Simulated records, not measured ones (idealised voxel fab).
Process module heading - voxel capacitor over wiring
We display cut, a cross-section 220 nm in width whose square cells are each 5 nm.
A cross-section in this document is a grid of square cells, and it is written down as bands, the top band listed before the ones below it; a band is made up of one or more rows of cells. Basically the band line says how high the top is and how high the bottom is, in nm, and then what's in it from left to right, every material with its width in nm. Empty space shows up as "air", and if a single material carries "edge to edge" it runs the full band edge to edge. Ref level 0: as-received wafer is one material below here. Bottom band extends down with no lower bound ("0 nm and below"). Quick explanation for "30->40": the width changes in equal steps down the rows of cells, from the first number in the band's top row to the second number in its bottom row. "no modification" -> step changed no cross-section cell. Enclosed voids (no open way to top), threshold 8 cells or more, entry "Enclosed void entries", notation width x height at distance, distance from left edge, nm. Read whatever lies past the settings on a step's line as the simulator's own remark about the step. When a step includes a mask, the "overlay nm" setting on its line states how far to the right of its planned place that mask lay, and negative values state how far to the left. The remainder of this document consists of a sequence of paired cross-sections. Each pair presents the cross-section prior to one process step together with the cross-section following it, the latter being rendered only as deep as the lowest band that underwent change. The intervening step, together with its settings, is stated beneath each pair. Because the pairs may originate from different runs of this module on the same starting wafer, a given pair is to be read as continuing from the preceding pair only where its entry headed "Pre-step profile" so indicates.
**Pre-step profile**
* 100 nm to 90 nm: air (65), then TiN (25), then air (130)
* 90 nm to 85 nm: air (65), then Al2O3 (25), then TiN (40), then air (90)
* 85 nm to 80 nm: air (60), then TiN (70), then air (90)
* 80 nm to 75 nm: air (60), then TiN (30), then Al2O3 (40), then air (90)
* 75 nm to 65 nm: air (55), then Ru (35), then TiN (45), then air (85)
* 65 nm to 55 nm: lowk (65), then Ru (15), then lowk (140)
* 55 nm to 50 nm: SiCN (65), then Ru (15), then SiCN (140)
* 50 nm to 45 nm: SiCN (55), then Ru (30), then SiCN (50), then Ru (30), then SiCN (55)
* 45 nm to 20 nm: SiO2 (60), then TiN (5), then Ru (10), then TiN (5), then SiO2 (60), then TiN (5), then Ru (10), then TiN (5), then SiO2 (60)
* 20 nm to 15 nm: SiN (60), then TiN (20), then SiN (60), then TiN (20), then SiN (60)
* 15 nm to 0 nm: SiO2 edge to edge
* 0 nm and below: Si edge to edge
* Enclosed void entries: none
**Post-Step Cross-Section**
* 115 nm to 100 nm: SiO2 edge to edge
* 100 nm to 90 nm: SiO2 (65), then TiN (25), then SiO2 (130)
* 90 nm to 85 nm: SiO2 (65), then Al2O3 (25), then TiN (40), then SiO2 (90)
* 85 nm to 80 nm: SiO2 (60), then TiN (70), then SiO2 (90)
* 80 nm to 75 nm: SiO2 (60), then TiN (30), then Al2O3 (40), then SiO2 (90)
* 75 nm to 65 nm: SiO2 (55), then Ru (35), then TiN (45), then SiO2 (85)
* No changes below 65.
* Enclosed void entries: none
Step sandwiched between the two cross-sections above: FILL_DEP [material SiO2] [thk nm 15]
Pre-step profile: it's just the after picture from the pair right above this one.
**Post-Step Cross-Section**
* 100 nm to 90 nm: SiO2 (65), then TiN (25), then SiO2 (130)
* No changes below 90.
* Enclosed void entries: none
Step sandwiched between the two cross-sections above: CMP [height nm 100]
Pre-step profile: it's just the after picture from the pair right above this one.
**Post-Step Cross-Section**
* 115 nm to 100 nm: aC edge to edge
* No changes below 100.
* Enclosed void entries: none
Step sandwiched between the two cross-sections above: DIRECTIONAL_DEP [material aC] [thk nm 15]
Pre-step profile: it's just the after picture from the pair right above this one.
**Post-Step Cross-Section**
* 150 nm to 115 nm: resist (75), then air (15), then resist (130)
* No changes below 115.
* Enclosed void entries: none
Step sandwiched between the two cross-sections above: PATTERN [tone open] [mask id PLUG_2] [material resist] [width nm 15] [thk nm 35] [overlay nm 0]
Pre-step profile: it's just the after picture from the pair right above this one.
**Post-Step Cross-Section**
* 135 nm to 115 nm: resist (75), then air (15), then resist (130)
* 115 nm to 100 nm: aC (75), then air (15), then aC (130)
* No changes below 100.
* Enclosed void entries: none
Step sandwiched between the two cross-sections above: DIRECTIONAL_ETCH [etch materials aC] [depth nm 15]
Pre-step profile: it's just the after picture from the pair right above this one.
**Post-Step Cross-Section**
* 115 nm to 100 nm: aC (75), then air (15), then aC (130)
* No changes below 100.
* Enclosed void entries: none
Step sandwiched between the two cross-sections above: STRIP [etch materials resist]
Pre-step profile: it's just the after picture from the pair right above this one.
**Post-Step Cross-Section**
* 100 nm to 90 nm: SiO2 (65), then TiN (25), then SiO2 (130)
* No changes below 90.
* Enclosed void entries: none
Step sandwiched between the two cross-sections above: STRIP [etch materials aC]
Pre-step profile: it's just the after picture from the pair right above this one.
**Post-Step Cross-Section**
* 105 nm to 100 nm: TiN edge to edge
* No changes below 100.
* Enclosed void entries: none
Step sandwiched between the two cross-sections above: CONFORMAL_DEP [material TiN] [thk nm 5]
Pre-step profile: it's just the after picture from the pair right above this one.
**Post-Step Cross-Section**
* 110 nm to 105 nm: Ru edge to edge
* No changes below 105.
* Enclosed void entries: none
Step sandwiched between the two cross-sections above: FILL_DEP [material Ru] [thk nm 5]
Pre-step profile: it's just the after picture from the pair right above this one.
**Post-Step Cross-Section**
* 100 nm to 90 nm: SiO2 (65), then TiN (25), then SiO2 (130)
* No changes below 90.
* Enclosed void entries: none
Step sandwiched between the two cross-sections above: CMP [height nm 100]
Pre-step profile: it's just the after picture from the pair right above this one.
**Post-Step Cross-Section**
* 105 nm to 100 nm: SiN edge to edge
* No changes below 100.
* Enclosed void entries: none
Step sandwiched between the two cross-sections above: CONFORMAL_DEP [material SiN] [thk nm 5]
**Pre-step profile**
* 85 nm to 65 nm: TiN edge to edge
* 65 nm to 55 nm: lowk (65), then Ru (15), then lowk (140)
* 55 nm to 50 nm: SiCN (65), then Ru (15), then SiCN (140)
* 50 nm to 45 nm: SiCN (55), then Ru (30), then SiCN (50), then Ru (30), then SiCN (55)
* 45 nm to 20 nm: SiO2 (60), then TiN (5), then Ru (10), then TiN (5), then SiO2 (60), then TiN (5), then Ru (10), then TiN (5), then SiO2 (60)
* 20 nm to 15 nm: SiN (60), then TiN (20), then SiN (60), then TiN (20), then SiN (60)
* 15 nm to 0 nm: SiO2 edge to edge
* 0 nm and below: Si edge to edge
* Enclosed void entries: none
**Post-Step Cross-Section**
* 90 nm to 85 nm: Al2O3 edge to edge
* No changes below 85.
* Enclosed void entries: none
Step sandwiched between the two cross-sections above: DIRECTIONAL_DEP [material Al2O3] [thk nm 5]
Pre-step profile: it's just the after picture from the pair right above this one.
**Post-Step Cross-Section**
* 110 nm to 90 nm: air (65), then resist (65), then air (90)
* No changes below 90.
* Enclosed void entries: none
Step sandwiched between the two cross-sections above: PATTERN [tone cover] [mask id UPPER_PLATE] [material resist] [width nm 65] [thk nm 20] [overlay nm 0]
Pre-step profile: it's just the after picture from the pair right above this one.
**Post-Step Cross-Section**
* 110 nm to 90 nm: air (65), then resist (65), then air (90)
* 90 nm to 85 nm: air (65), then Al2O3 (65), then air (90)
* No changes below 85.
* Enclosed void entries: none
Step sandwiched between the two cross-sections above: DIRECTIONAL_ETCH [etch materials Al2O3] [depth nm 5]
Pre-step profile: it's just the after picture from the pair right above this one.
**Post-Step Cross-Section**
* 90 nm to 85 nm: air (65), then Al2O3 (65), then air (90)
* No changes below 85.
* Enclosed void entries: none
Step sandwiched between the two cross-sections above: STRIP [etch materials resist]
Pre-step profile: it's just the after picture from the pair right above this one.
**Post-Step Cross-Section**
* 105 nm to 100 nm: air (65), then aC (65), then air (90)
* 100 nm to 90 nm: aC edge to edge
* 90 nm to 85 nm: aC (65), then Al2O3 (65), then aC (90)
* No changes below 85.
* Enclosed void entries: none
Step sandwiched between the two cross-sections above: DIRECTIONAL_DEP [material aC] [thk nm 15]
Pre-step profile: it's just the after picture from the pair right above this one.
**Post-Step Cross-Section**
* 135 nm to 105 nm: air (60), then resist (75), then air (85)
* 105 nm to 100 nm: air (60), then resist (5), then aC (65), then resist (5), then air (85)
* No changes below 100.
* Enclosed void entries: none
Step sandwiched between the two cross-sections above: PATTERN [tone cover] [mask id LOWER_PLATE] [material resist] [width nm 75] [thk nm 30] [overlay nm 0]
Pre-step profile: it's just the after picture from the pair right above this one.
**Post-Step Cross-Section**
* 120 nm to 105 nm: air (60), then resist (75), then air (85)
* 105 nm to 100 nm: air (60), then resist (5), then aC (65), then resist (5), then air (85)
* 100 nm to 90 nm: air (60), then aC (75), then air (85)
* 90 nm to 85 nm: air (60), then aC (5), then Al2O3 (65), then aC (5), then air (85)
* No changes below 85.
* Enclosed void entries: none
Step sandwiched between the two cross-sections above: DIRECTIONAL_ETCH [etch materials aC] [depth nm 15]
Pre-step profile: it's just the after picture from the pair right above this one.
**Post-Step Cross-Section**
* 105 nm to 100 nm: air (65), then aC (65), then air (90)
* No changes below 100.
* Enclosed void entries: none
Step sandwiched between the two cross-sections above: STRIP [etch materials resist]
Pre-step profile: it's just the after picture from the pair right above this one.
**Post-Step Cross-Section**
* 105 nm to 100 nm: air (65), then aC (65), then air (90)
* 100 nm to 90 nm: air (60), then aC (75), then air (85)
* 90 nm to 85 nm: air (60), then aC (5), then Al2O3 (65), then aC (5), then air (85)
* 85 nm to 75 nm: air (60), then TiN (75), then air (85)
* No changes below 75.
* Enclosed void entries: none
Step sandwiched between the two cross-sections above: DIRECTIONAL_ETCH [etch materials TiN] [depth nm 10]
Pre-step profile: it's just the after picture from the pair right above this one.
**Post-Step Cross-Section**
* 90 nm to 85 nm: air (65), then Al2O3 (65), then air (90)
* No changes below 85.
* Enclosed void entries: none
Step sandwiched between the two cross-sections above: STRIP [etch materials aC]
Pre-step profile: it's just the after picture from the pair right above this one.
**Post-Step Cross-Section**
* 105 nm to 90 nm: SiO2 edge to edge
* 90 nm to 85 nm: SiO2 (65), then Al2O3 (65), then SiO2 (90)
* 85 nm to 75 nm: SiO2 (60), then TiN (75), then SiO2 (85)
* No changes below 75.
* Enclosed void entries: none
Step sandwiched between the two cross-sections above: FILL_DEP [material SiO2] [thk nm 15]
Pre-step profile: it's just the after picture from the pair right above this one.
**Post-Step Cross-Section**
* 100 nm to 90 nm: SiO2 edge to edge
* No changes below 90.
* Enclosed void entries: none
Step sandwiched between the two cross-sections above: CMP [height nm 100]
Pre-step profile: it's just the after picture from the pair right above this one.
**Post-Step Cross-Section**
* 115 nm to 100 nm: aC edge to edge
* No changes below 100.
* Enclosed void entries: none
Step sandwiched between the two cross-sections above: DIRECTIONAL_DEP [material aC] [thk nm 15]
Pre-step profile: it's just the after picture from the pair right above this one.
**Post-Step Cross-Section**
* 150 nm to 115 nm: resist (75), then air (15), then resist (130)
* No changes below 115.
* Enclosed void entries: none
Step sandwiched between the two cross-sections above: PATTERN [tone open] [mask id PLUG_2] [material resist] [width nm 15] [thk nm 35] [overlay nm 0]
Pre-step profile: it's just the after picture from the pair right above this one.
**Post-Step Cross-Section**
* 135 nm to 115 nm: resist (75), then air (15), then resist (130)
* 115 nm to 100 nm: aC (75), then air (15), then aC (130)
* No changes below 100.
* Enclosed void entries: none
Step sandwiched between the two cross-sections above: DIRECTIONAL_ETCH [etch materials aC] [depth nm 15]
Pre-step profile: it's just the after picture from the pair right above this one.
**Post-Step Cross-Section**
* 115 nm to 100 nm: aC (75), then air (15), then aC (130)
* No changes below 100.
* Enclosed void entries: none
Step sandwiched between the two cross-sections above: STRIP [etch materials resist]
Pre-step profile: it's just the after picture from the pair right above this one.
**Post-Step Cross-Section**
* 115 nm to 100 nm: aC (75), then air (15), then aC (130)
* 100 nm to 90 nm: SiO2 (75), then air (15), then SiO2 (130)
* No changes below 90.
* Enclosed void entries: none
Step sandwiched between the two cross-sections above: DIRECTIONAL_ETCH [etch materials SiO2] [depth nm 10]
Pre-step profile: it's just the after picture from the pair right above this one.
**Post-Step Cross-Section**
* 100 nm to 90 nm: SiO2 (75), then air (15), then SiO2 (130)
* No changes below 90.
* Enclosed void entries: none
Step sandwiched between the two cross-sections above: STRIP [etch materials aC]
Pre-step profile: it's just the after picture from the pair right above this one.
**Post-Step Cross-Section**
* 105 nm to 100 nm: TiN (80), then air (5), then TiN (135)
* 100 nm to 95 nm: SiO2 (75), then TiN (5), then air (5), then TiN (5), then SiO2 (130)
* 95 nm to 90 nm: SiO2 (75), then TiN (15), then SiO2 (130)
* No changes below 90.
* Enclosed void entries: none
Step sandwiched between the two cross-sections above: CONFORMAL_DEP [material TiN] [thk nm 5]
Pre-step profile: it's just the after picture from the pair right above this one.
**Post-Step Cross-Section**
* 110 nm to 105 nm: Ru edge to edge
* 105 nm to 100 nm: TiN (80), then Ru (5), then TiN (135)
* 100 nm to 95 nm: SiO2 (75), then TiN (5), then Ru (5), then TiN (5), then SiO2 (130)
* No changes below 95.
* Enclosed void entries: none
Step sandwiched between the two cross-sections above: FILL_DEP [material Ru] [thk nm 5]
Pre-step profile: it's just the after picture from the pair right above this one.
**Post-Step Cross-Section**
* 100 nm to 95 nm: SiO2 (75), then TiN (5), then Ru (5), then TiN (5), then SiO2 (130)
* No changes below 95.
* Enclosed void entries: none
Step sandwiched between the two cross-sections above: CMP [height nm 100]
Pre-step profile: it's just the after picture from the pair right above this one.
**Post-Step Cross-Section**
* 105 nm to 100 nm: SiN edge to edge
* No changes below 100.
* Enclosed void entries: none
Step sandwiched between the two cross-sections above: CONFORMAL_DEP [material SiN] [thk nm 5]
**Pre-step profile**
* 0 nm and below: Si edge to edge
* Enclosed void entries: none
**Post-Step Cross-Section**
* 20 nm to 0 nm: SiO2 edge to edge
* No changes below 0.
* Enclosed void entries: none
Step sandwiched between the two cross-sections above: CONFORMAL_DEP [material SiO2] [thk nm 20]
Pre-step profile: it's just the after picture from the pair right above this one.
**Post-Step Cross-Section**
* 25 nm to 20 nm: SiN edge to edge
* No changes below 20.
* Enclosed void entries: none
Step sandwiched between the two cross-sections above: CONFORMAL_DEP [material SiN] [thk nm 5]
Pre-step profile: it's just the after picture from the pair right above this one.
**Post-Step Cross-Section**
* 50 nm to 25 nm: SiO2 edge to edge
* No changes below 25.
* Enclosed void entries: none
Step sandwiched between the two cross-sections above: DIRECTIONAL_DEP [material SiO2] [thk nm 25]
Pre-step profile: it's just the after picture from the pair right above this one.
**Post-Step Cross-Section**
* 50 nm to 25 nm: SiO2 (60), then air (20), then SiO2 (60), then air (20), then SiO2 (60)
* No changes below 25.
* Enclosed void entries: none
Step sandwiched between the two cross-sections above: MASKED_ETCH [tone open] [mask id METAL_1] [width nm 20] [pitch nm 80] [etch materials SiO2] [depth nm 25] [overlay nm 0]
Pre-step profile: it's just the after picture from the pair right above this one.
**Post-Step Cross-Section**
* 50 nm to 25 nm: SiO2 (60), then air (20), then SiO2 (60), then air (20), then SiO2 (60)
* 25 nm to 20 nm: SiN (60), then air (20), then SiN (60), then air (20), then SiN (60)
* No changes below 20.
* Enclosed void entries: none
Step sandwiched between the two cross-sections above: MASKED_ETCH [tone open] [mask id METAL_1] [width nm 20] [pitch nm 80] [etch materials SiN] [depth nm 5] [overlay nm 0]
Pre-step profile: it's just the after picture from the pair right above this one.
**Post-Step Cross-Section**
* 55 nm to 50 nm: TiN (65), then air (10), then TiN (70), then air (10), then TiN (65)
* 50 nm to 25 nm: SiO2 (60), then TiN (5), then air (10), then TiN (5), then SiO2 (60), then TiN (5), then air (10), then TiN (5), then SiO2 (60)
* 25 nm to 20 nm: SiN (60), then TiN (20), then SiN (60), then TiN (20), then SiN (60)
* No changes below 20.
* Enclosed void entries: none
Step sandwiched between the two cross-sections above: CONFORMAL_DEP [material TiN] [thk nm 5]
Pre-step profile: it's just the after picture from the pair right above this one.
**Post-Step Cross-Section**
* 65 nm to 55 nm: Ru edge to edge
* 55 nm to 50 nm: TiN (65), then Ru (10), then TiN (70), then Ru (10), then TiN (65)
* 50 nm to 25 nm: SiO2 (60), then TiN (5), then Ru (10), then TiN (5), then SiO2 (60), then TiN (5), then Ru (10), then TiN (5), then SiO2 (60)
* No changes below 25.
* Enclosed void entries: none
Step sandwiched between the two cross-sections above: FILL_DEP [material Ru] [thk nm 10]
Pre-step profile: it's just the after picture from the pair right above this one.
**Post-Step Cross-Section**
* 45 nm to 25 nm: SiO2 (60), then TiN (5), then Ru (10), then TiN (5), then SiO2 (60), then TiN (5), then Ru (10), then TiN (5), then SiO2 (60)
* No changes below 25.
* Enclosed void entries: none
Step sandwiched between the two cross-sections above: CMP [height nm 45]
Pre-step profile: it's just the after picture from the pair right above this one.
**Post-Step Cross-Section**
* 50 nm to 45 nm: air (55), then Ru (30), then air (50), then Ru (30), then air (55)
* No changes below 45.
* Enclosed void entries: none
Step sandwiched between the two cross-sections above: EPI [material Ru] [thk nm 5]
Pre-step profile: it's just the after picture from the pair right above this one.
**Post-Step Cross-Section**
* 55 nm to 50 nm: SiCN edge to edge
* 50 nm to 45 nm: SiCN (55), then Ru (30), then SiCN (50), then Ru (30), then SiCN (55)
* No changes below 45.
* Enclosed void entries: none
Step sandwiched between the two cross-sections above: FILL_DEP [material SiCN] [thk nm 5]
Pre-step profile: it's just the after picture from the pair right above this one.
**Post-Step Cross-Section**
* 65 nm to 55 nm: lowk edge to edge
* No changes below 55.
* Enclosed void entries: none
Step sandwiched between the two cross-sections above: DIRECTIONAL_DEP [material lowk] [thk nm 10]
Pre-step profile: it's just the after picture from the pair right above this one.
**Post-Step Cross-Section**
* 65 nm to 55 nm: lowk (65), then air (15), then lowk (140)
* No changes below 55.
* Enclosed void entries: none
Step sandwiched between the two cross-sections above: MASKED_ETCH [tone open] [mask id PLUG_1] [width nm 15] [etch materials lowk] [depth nm 10] [overlay nm 0]
Pre-step profile: it's just the after picture from the pair right above this one.
**Post-Step Cross-Section**
* 65 nm to 55 nm: lowk (65), then air (15), then lowk (140)
* 55 nm to 50 nm: SiCN (65), then air (15), then SiCN (140)
* No changes below 50.
* Enclosed void entries: none
Step sandwiched between the two cross-sections above: MASKED_ETCH [tone open] [mask id PLUG_1] [width nm 15] [etch materials SiCN] [depth nm 5] [overlay nm 0]
Pre-step profile: it's just the after picture from the pair right above this one.
**Post-Step Cross-Section**
* 65 nm to 60 nm: lowk (65), then air (15), then lowk (140)
* 60 nm to 55 nm: lowk (65), then Ru (15), then lowk (140)
* 55 nm to 50 nm: SiCN (65), then Ru (15), then SiCN (140)
* No changes below 50.
* Enclosed void entries: none
Step sandwiched between the two cross-sections above: EPI [material Ru] [thk nm 10]
Pre-step profile: it's just the after picture from the pair right above this one.
**Post-Step Cross-Section**
* 65 nm to 55 nm: lowk (65), then Ru (15), then lowk (140)
* No changes below 55.
* Enclosed void entries: none
Step sandwiched between the two cross-sections above: EPI [material Ru] [thk nm 5]
Pre-step profile: it's just the after picture from the pair right above this one.
**Post-Step Cross-Section**
* 75 nm to 65 nm: TiN edge to edge
* No changes below 65.
* Enclosed void entries: none
Step sandwiched between the two cross-sections above: DIRECTIONAL_DEP [material TiN] [thk nm 10]
Pre-step profile: it's just the after picture from the pair right above this one.
**Post-Step Cross-Section**
* 80 nm to 75 nm: Al2O3 edge to edge
* No changes below 75.
* Enclosed void entries: none
Step sandwiched between the two cross-sections above: DIRECTIONAL_DEP [material Al2O3] [thk nm 5]
Pre-step profile: it's just the after picture from the pair right above this one.
**Post-Step Cross-Section**
* 90 nm to 80 nm: TiN edge to edge
* No changes below 80.
* Enclosed void entries: none
Step sandwiched between the two cross-sections above: DIRECTIONAL_DEP [material TiN] [thk nm 10]
Pre-step profile: it's just the after picture from the pair right above this one.
**Post-Step Cross-Section**
* 110 nm to 90 nm: air (65), then resist (65), then air (90)
* No changes below 90.
* Enclosed void entries: none
Step sandwiched between the two cross-sections above: PATTERN [tone cover] [mask id UPPER_PLATE] [material resist] [width nm 65] [thk nm 20] [overlay nm 0]
Pre-step profile: it's just the after picture from the pair right above this one.
**Post-Step Cross-Section**
* 110 nm to 90 nm: air (65), then resist (65), then air (90)
* 90 nm to 80 nm: air (65), then TiN (65), then air (90)
* No changes below 80.
* Enclosed void entries: none
Step sandwiched between the two cross-sections above: DIRECTIONAL_ETCH [etch materials TiN] [depth nm 10]
Pre-step profile: it's just the after picture from the pair right above this one.
**Post-Step Cross-Section**
* 110 nm to 90 nm: air (65), then resist (65), then air (90)
* 90 nm to 80 nm: air (65), then TiN (65), then air (90)
* 80 nm to 75 nm: air (65), then Al2O3 (65), then air (90)
* No changes below 75.
* Enclosed void entries: none
Step sandwiched between the two cross-sections above: DIRECTIONAL_ETCH [etch materials Al2O3] [depth nm 5]
Pre-step profile: it's just the after picture from the pair right above this one.
**Post-Step Cross-Section**
* 90 nm to 80 nm: air (65), then TiN (65), then air (90)
* No changes below 80.
* Enclosed void entries: none
Step sandwiched between the two cross-sections above: STRIP [etch materials resist]
Pre-step profile: it's just the after picture from the pair right above this one.
**Post-Step Cross-Section**
* 105 nm to 90 nm: air (65), then aC (65), then air (90)
* 90 nm to 80 nm: aC (65), then TiN (65), then aC (90)
* 80 nm to 75 nm: aC (65), then Al2O3 (65), then aC (90)
* No changes below 75.
* Enclosed void entries: none
Step sandwiched between the two cross-sections above: DIRECTIONAL_DEP [material aC] [thk nm 15]
Pre-step profile: it's just the after picture from the pair right above this one.
**Post-Step Cross-Section**
* 135 nm to 105 nm: air (60), then resist (75), then air (85)
* 105 nm to 90 nm: air (60), then resist (5), then aC (65), then resist (5), then air (85)
* No changes below 90.
* Enclosed void entries: none
Step sandwiched between the two cross-sections above: PATTERN [tone cover] [mask id LOWER_PLATE] [material resist] [width nm 75] [thk nm 30] [overlay nm 0]
Pre-step profile: it's just the after picture from the pair right above this one.
**Post-Step Cross-Section**
* 120 nm to 105 nm: air (60), then resist (75), then air (85)
* 105 nm to 90 nm: air (60), then resist (5), then aC (65), then resist (5), then air (85)
* 90 nm to 80 nm: air (60), then aC (5), then TiN (65), then aC (5), then air (85)
* 80 nm to 75 nm: air (60), then aC (5), then Al2O3 (65), then aC (5), then air (85)
* No changes below 75.
* Enclosed void entries: none
Step sandwiched between the two cross-sections above: DIRECTIONAL_ETCH [etch materials aC] [depth nm 15]
Pre-step profile: it's just the after picture from the pair right above this one.
**Post-Step Cross-Section**
* 105 nm to 90 nm: air (65), then aC (65), then air (90)
* No changes below 90.
* Enclosed void entries: none
Step sandwiched between the two cross-sections above: STRIP [etch materials resist]
Pre-step profile: it's just the after picture from the pair right above this one.
**Post-Step Cross-Section**
* 105 nm to 90 nm: air (65), then aC (65), then air (90)
* 90 nm to 80 nm: air (60), then aC (5), then TiN (65), then aC (5), then air (85)
* 80 nm to 75 nm: air (60), then aC (5), then Al2O3 (65), then aC (5), then air (85)
* 75 nm to 65 nm: air (60), then TiN (75), then air (85)
* No changes below 65.
* Enclosed void entries: none
Step sandwiched between the two cross-sections above: DIRECTIONAL_ETCH [etch materials TiN] [depth nm 10]
Pre-step profile: it's just the after picture from the pair right above this one.
**Post-Step Cross-Section**
* 90 nm to 80 nm: air (65), then TiN (65), then air (90)
* 80 nm to 75 nm: air (65), then Al2O3 (65), then air (90)
* No changes below 75.
* Enclosed void entries: none
Step sandwiched between the two cross-sections above: STRIP [etch materials aC]
Pre-step profile: it's just the after picture from the pair right above this one.
**Post-Step Cross-Section**
* 105 nm to 90 nm: SiO2 edge to edge
* 90 nm to 80 nm: SiO2 (65), then TiN (65), then SiO2 (90)
* 80 nm to 75 nm: SiO2 (65), then Al2O3 (65), then SiO2 (90)
* 75 nm to 65 nm: SiO2 (60), then TiN (75), then SiO2 (85)
* No changes below 65.
* Enclosed void entries: none
Step sandwiched between the two cross-sections above: FILL_DEP [material SiO2] [thk nm 15]
Pre-step profile: it's just the after picture from the pair right above this one.
**Post-Step Cross-Section**
* 100 nm to 90 nm: SiO2 edge to edge
* No changes below 90.
* Enclosed void entries: none
Step sandwiched between the two cross-sections above: CMP [height nm 100]
Pre-step profile: it's just the after picture from the pair right above this one.
**Post-Step Cross-Section**
* 115 nm to 100 nm: aC edge to edge
* No changes below 100.
* Enclosed void entries: none
Step sandwiched between the two cross-sections above: DIRECTIONAL_DEP [material aC] [thk nm 15]
Pre-step profile: it's just the after picture from the pair right above this one.
**Post-Step Cross-Section**
* 150 nm to 115 nm: resist (75), then air (15), then resist (130)
* No changes below 115.
* Enclosed void entries: none
Step sandwiched between the two cross-sections above: PATTERN [tone open] [mask id PLUG_2] [material resist] [width nm 15] [thk nm 35] [overlay nm 0]
Pre-step profile: it's just the after picture from the pair right above this one.
**Post-Step Cross-Section**
* 135 nm to 115 nm: resist (75), then air (15), then resist (130)
* 115 nm to 100 nm: aC (75), then air (15), then aC (130)
* No changes below 100.
* Enclosed void entries: none
Step sandwiched between the two cross-sections above: DIRECTIONAL_ETCH [etch materials aC] [depth nm 15]
Pre-step profile: it's just the after picture from the pair right above this one.
**Post-Step Cross-Section**
* 115 nm to 100 nm: aC (75), then air (15), then aC (130)
* No changes below 100.
* Enclosed void entries: none
Step sandwiched between the two cross-sections above: STRIP [etch materials resist]
Pre-step profile: it's just the after picture from the pair right above this one.
**Post-Step Cross-Section**
* 115 nm to 100 nm: aC (75), then air (15), then aC (130)
* 100 nm to 90 nm: SiO2 (75), then air (15), then SiO2 (130)
* No changes below 90.
* Enclosed void entries: none
Step sandwiched between the two cross-sections above: DIRECTIONAL_ETCH [etch materials SiO2] [depth nm 10]
Pre-step profile: it's just the after picture from the pair right above this one.
**Post-Step Cross-Section**
* 100 nm to 90 nm: SiO2 (75), then air (15), then SiO2 (130)
* No changes below 90.
* Enclosed void entries: none
Step sandwiched between the two cross-sections above: STRIP [etch materials aC]
Pre-step profile: it's just the after picture from the pair right above this one.
**Post-Step Cross-Section**
* 105 nm to 100 nm: TiN (80), then air (5), then TiN (135)
* 100 nm to 95 nm: SiO2 (75), then TiN (5), then air (5), then TiN (5), then SiO2 (130)
* 95 nm to 90 nm: SiO2 (75), then TiN (15), then SiO2 (130)
* No changes below 90.
* Enclosed void entries: none
Step sandwiched between the two cross-sections above: CONFORMAL_DEP [material TiN] [thk nm 5]
Pre-step profile: it's just the after picture from the pair right above this one.
**Post-Step Cross-Section**
* 110 nm to 105 nm: Ru edge to edge
* 105 nm to 100 nm: TiN (80), then Ru (5), then TiN (135)
* 100 nm to 95 nm: SiO2 (75), then TiN (5), then Ru (5), then TiN (5), then SiO2 (130)
* No changes below 95.
* Enclosed void entries: none
Step sandwiched between the two cross-sections above: FILL_DEP [material Ru] [thk nm 5]
Pre-step profile: it's just the after picture from the pair right above this one.
**Post-Step Cross-Section**
* 100 nm to 95 nm: SiO2 (75), then TiN (5), then Ru (5), then TiN (5), then SiO2 (130)
* No changes below 95.
* Enclosed void entries: none
Step sandwiched between the two cross-sections above: CMP [height nm 100]
Pre-step profile: it's just the after picture from the pair right above this one.
**Post-Step Cross-Section**
* 105 nm to 100 nm: SiN edge to edge
* No changes below 100.
* Enclosed void entries: none
Step sandwiched between the two cross-sections above: CONFORMAL_DEP [material SiN] [thk nm 5]
**Pre-step profile**
* 90 nm to 80 nm: TiN edge to edge
* 80 nm to 75 nm: Al2O3 edge to edge
* 75 nm to 65 nm: TiN edge to edge
* 65 nm to 55 nm: lowk (65), then Ru (15), then lowk (140)
* 55 nm to 50 nm: SiCN (65), then Ru (15), then SiCN (140)
* 50 nm to 45 nm: SiCN (55), then Ru (30), then SiCN (50), then Ru (30), then SiCN (55)
* 45 nm to 20 nm: SiO2 (60), then TiN (5), then Ru (10), then TiN (5), then SiO2 (60), then TiN (5), then Ru (10), then TiN (5), then SiO2 (60)
* 20 nm to 15 nm: SiN (60), then TiN (20), then SiN (60), then TiN (20), then SiN (60)
* 15 nm to 0 nm: SiO2 edge to edge
* 0 nm and below: Si edge to edge
* Enclosed void entries: none
**Post-Step Cross-Section**
* 110 nm to 90 nm: air (70), then resist (60), then air (90)
* No changes below 90.
* Enclosed void entries: none
Step sandwiched between the two cross-sections above: PATTERN [tone cover] [mask id UPPER_PLATE] [material resist] [width nm 60] [thk nm 20] [overlay nm 0]
Pre-step profile: it's just the after picture from the pair right above this one.
**Post-Step Cross-Section**
* 110 nm to 90 nm: air (70), then resist (60), then air (90)
* 90 nm to 80 nm: air (70), then TiN (60), then air (90)
* No changes below 80.
* Enclosed void entries: none
Step sandwiched between the two cross-sections above: DIRECTIONAL_ETCH [etch materials TiN] [depth nm 10]
Pre-step profile: it's just the after picture from the pair right above this one.
**Post-Step Cross-Section**
* 110 nm to 90 nm: air (70), then resist (60), then air (90)
* 90 nm to 80 nm: air (70), then TiN (60), then air (90)
* 80 nm to 75 nm: air (70), then Al2O3 (60), then air (90)
* No changes below 75.
* Enclosed void entries: none
Step sandwiched between the two cross-sections above: DIRECTIONAL_ETCH [etch materials Al2O3] [depth nm 5]
Pre-step profile: it's just the after picture from the pair right above this one.
**Post-Step Cross-Section**
* 90 nm to 80 nm: air (70), then TiN (60), then air (90)
* No changes below 80.
* Enclosed void entries: none
Step sandwiched between the two cross-sections above: STRIP [etch materials resist]
Pre-step profile: it's just the after picture from the pair right above this one.
**Post-Step Cross-Section**
* 105 nm to 90 nm: air (70), then aC (60), then air (90)
* 90 nm to 80 nm: aC (70), then TiN (60), then aC (90)
* 80 nm to 75 nm: aC (70), then Al2O3 (60), then aC (90)
* No changes below 75.
* Enclosed void entries: none
Step sandwiched between the two cross-sections above: DIRECTIONAL_DEP [material aC] [thk nm 15]
Pre-step profile: it's just the after picture from the pair right above this one.
**Post-Step Cross-Section**
* 135 nm to 105 nm: air (60), then resist (75), then air (85)
* 105 nm to 90 nm: air (60), then resist (10), then aC (60), then resist (5), then air (85)
* No changes below 90.
* Enclosed void entries: none
Step sandwiched between the two cross-sections above: PATTERN [tone cover] [mask id LOWER_PLATE] [material resist] [width nm 75] [thk nm 30] [overlay nm 0]
Pre-step profile: it's just the after picture from the pair right above this one.
**Post-Step Cross-Section**
* 120 nm to 105 nm: air (60), then resist (75), then air (85)
* 105 nm to 90 nm: air (60), then resist (10), then aC (60), then resist (5), then air (85)
* 90 nm to 80 nm: air (60), then aC (10), then TiN (60), then aC (5), then air (85)
* 80 nm to 75 nm: air (60), then aC (10), then Al2O3 (60), then aC (5), then air (85)
* No changes below 75.
* Enclosed void entries: none
Step sandwiched between the two cross-sections above: DIRECTIONAL_ETCH [etch materials aC] [depth nm 15]
Pre-step profile: it's just the after picture from the pair right above this one.
**Post-Step Cross-Section**
* 105 nm to 90 nm: air (70), then aC (60), then air (90)
* No changes below 90.
* Enclosed void entries: none
Step sandwiched between the two cross-sections above: STRIP [etch materials resist]
